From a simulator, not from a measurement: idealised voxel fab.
The following process module bears the name voxel spacer lines.
Cross-section cut spans 155 nm and uses square cells 5 nm in size.
Think of the cross-section as a grid of square cells. We describe it in bands, top to bottom, and each band covers one or more rows of those cells.
A band entry consists of two parts. The first gives the height of the band's top and the height of its bottom, in nm. The rest lists the band's materials from left to right, each with its width in nm. A single material labelled with the word "full width" fills the band from edge to edge, and the word "blank" marks empty space.
Basically, 0 is our baseline, since under it the wafer straight out of the box is all one material. The bottom band has no lower end and keeps on going down, so it looks like "0..down".
A width given as "30..40" starts at the first number in the band's top row and ends at the second number in its bottom row, shifting by an equal amount at every step from row to row.
"remains unaltered" (step): cross-section cells unchanged, all of them.
This entry, "Sealed internal cavities", enumerates those empty regions of no fewer than 8 cells that possess no open connection to the top. Each region is reported in the form width x height at distance, the distance being taken from the left edge, with all three quantities expressed in nm.
Formally, on a step line, whatever follows the settings is a remark that the simulator itself makes on the step.
"overlay nm" denotes, for a step that has a mask, the displacement of the mask to the right of its planned place, with negative values corresponding to the left.

[So here's the lineup of process steps we planned]
1,RECEIVE | material Si
2,CONFORMAL_DEP | material Al2O3 | thk nm 5
3,DIRECTIONAL_DEP | material W | thk nm 20
4,DIRECTIONAL_DEP | material polySi | thk nm 25
5,PATTERN | tone cover | mask id MANDREL | material resist | width nm 15 | pitch nm 50 | thk nm 30 | overlay nm 0
6,DIRECTIONAL_ETCH | etch materials polySi | depth nm 25
7,STRIP | etch materials resist
8,CONFORMAL_DEP | material SiO2 | thk nm 10
9,DIRECTIONAL_ETCH | etch materials SiO2 | depth nm 10
10,STRIP | etch materials polySi
11,DIRECTIONAL_ETCH | etch materials W | depth nm 20
12,STRIP | etch materials SiO2
13,FILL_DEP | material SiO2 | thk nm 5
14,CMP | height nm 25
For clarity, it should be stated that the wafers under discussion commence in an identical condition and differ with respect to the thk nm of step 2, the plan indicating the value that the first wafer had.

[So this is the first of several wafers, cross-sectioned as it came to us, meaning it's at the end of step 1]
  0..down: Si full width
  Sealed internal cavities: none

[What follows is a table in which each wafer occupies a row; for the wafer as it stands at the close of the module, the row states, material by material, how many cells have been gained (+) or lost (-) since receipt, and then gives its closed voids]
thk nm 5, +31 Al2O3, +76 SiO2, +48 W, Sealed internal cavities: none
thk nm 10, +62 Al2O3, +57 SiO2, +36 W, Sealed internal cavities: none
thk nm 15, +93 Al2O3, +38 SiO2, +24 W, Sealed internal cavities: none
thk nm 20, +124 Al2O3, +19 SiO2, +12 W, Sealed internal cavities: none
